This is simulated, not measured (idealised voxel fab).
A process module follows: voxel released beams.
The cross-section shown here is cut; it is 155 nm wide and divided into square cells measuring 5 nm on a side.
Cross-section layout: square cells on a grid; listed as bands, top to bottom; a band spans one or more cell rows.
Quick guide to a band line: top height, bottom height (nm) up front; then every material left to right with its width in nm. Only one material and it's marked "full width"? Then it fills the band edge to edge. And "air" just means empty space.
We count height from 0. Below that, the starting wafer is all one material. The lowest band never ends at the bottom but goes on down; see "0 -> down" for how that is written.
A two-number width, for instance "30..40", indicates that the width is equal to the first number in the top row of the band and to the second number in the bottom row, and that it changes by a constant amount per row of cells.
"no alteration" (step): cross-section cells unchanged, all of them.
"Closed-off voids" - sealed voids, min. 8 cells, no opening to top; format: width x height at distance (distance from left edge; nm throughout).
That trailing text on a step's line, after the settings, is the simulator's own remark on the step.
Among the settings permitted on a step's line is "overlay nm"; applied to a step with a mask, it specifies the extent to which the mask lay to the right of its planned position, whereas a negative figure signifies a position to the left.
## This section lists the process steps that were planned
| 1 | RECEIVE with material Si |
| 2 | CONFORMAL_DEP with material SiN, thk nm 10 |
| 3 | DIRECTIONAL_DEP with material SiO2, thk nm 20 |
| 4 | MASKED_ETCH with tone open, mask id ANCHOR, width nm 45, etch materials SiO2, depth nm 20, overlay nm 0 |
| 5 | CONFORMAL_DEP with material polySi, thk nm 15 |
| 6 | PATTERN with tone cover, mask id BEAM, material resist, width nm 100, thk nm 15, overlay nm 0 |
| 7 | DIRECTIONAL_ETCH with etch materials polySi, depth nm 15 |
| 8 | STRIP with etch materials resist |
| 9 | STRIP with etch materials SiO2 |
## First wafer out of two, processed as planned
## Cross-section: wafer on arrival = after step 1
  0 -> down  Si full width
  Closed-off voids: none
## Sectional view: wafer, after step 2
  10 -> 0  SiN full width
  No changes below 0.
## Sectional view: wafer, after step 3
  30 -> 10  SiO2 full width
  No changes below 10.
## Sectional view: wafer, after step 4
  30 -> 10  SiO2=30, then air=45, then SiO2=80
  No changes below 10.
## Sectional view: wafer, after step 5
  45 -> 30  polySi=45, then air=15, then polySi=95
  30 -> 25  SiO2=30, then polySi=15, then air=15, then polySi=15, then SiO2=80
  25 -> 10  SiO2=30, then polySi=45, then SiO2=80
  No changes below 10.
## Sectional view: wafer, after step 6
  60 -> 45  air=25, then resist=100, then air=30
  45 -> 30  polySi=45, then resist=15, then polySi=95
  30 -> 25  SiO2=30, then polySi=15, then resist=15, then polySi=15, then SiO2=80
  No changes below 25.
## Sectional view: wafer, after step 7
  60 -> 45  air=25, then resist=100, then air=30
  45 -> 30  air=25, then polySi=20, then resist=15, then polySi=65, then air=30
  No changes below 30.
## Sectional view: wafer, after step 8
  45 -> 30  air=25, then polySi=20, then air=15, then polySi=65, then air=30
  30 -> 25  SiO2=30, then polySi=15, then air=15, then polySi=15, then SiO2=80
  No changes below 25.
## Sectional view: wafer, after step 9
  45 -> 30  air=25, then polySi=20, then air=15, then polySi=65, then air=30
  30 -> 25  air=30, then polySi=15, then air=15, then polySi=15, then air=80
  25 -> 10  air=30, then polySi=45, then air=80
  No changes below 10.
## Second wafer, same starting conditions and recipe as the first, one mistake in executing it, nothing differs from the first up to and including step 5
## Second wafer, cut view, end of step 6 per plan
  60 -> 45  air=35, then resist=100, then air=20
  45 -> 30  polySi=45, then resist=15, then polySi=95
  30 -> 25  SiO2=30, then polySi=15, then resist=15, then polySi=15, then SiO2=80
  No changes below 25.
## Second wafer, cut view, end of step 7 per plan
  60 -> 45  air=35, then resist=100, then air=20
  45 -> 30  air=35, then polySi=10, then resist=15, then polySi=75, then air=20
  No changes below 30.
## Second wafer, cut view, end of step 8 per plan
  45 -> 30  air=35, then polySi=10, then air=15, then polySi=75, then air=20
  30 -> 25  SiO2=30, then polySi=15, then air=15, then polySi=15, then SiO2=80
  No changes below 25.
## Second wafer, cut view, end of step 9 per plan
  45 -> 30  air=35, then polySi=10, then air=15, then polySi=75, then air=20
  30 -> 25  air=30, then polySi=15, then air=15, then polySi=15, then air=80
  25 -> 10  air=30, then polySi=45, then air=80
  No changes below 10.
Short version of what went wrong: step 6 off recipe, ran as PATTERN with tone cover, mask id BEAM, material resist, width nm 100, thk nm 15, overlay nm 10
Cell counts per material: same on both final wafers. Positions: different.
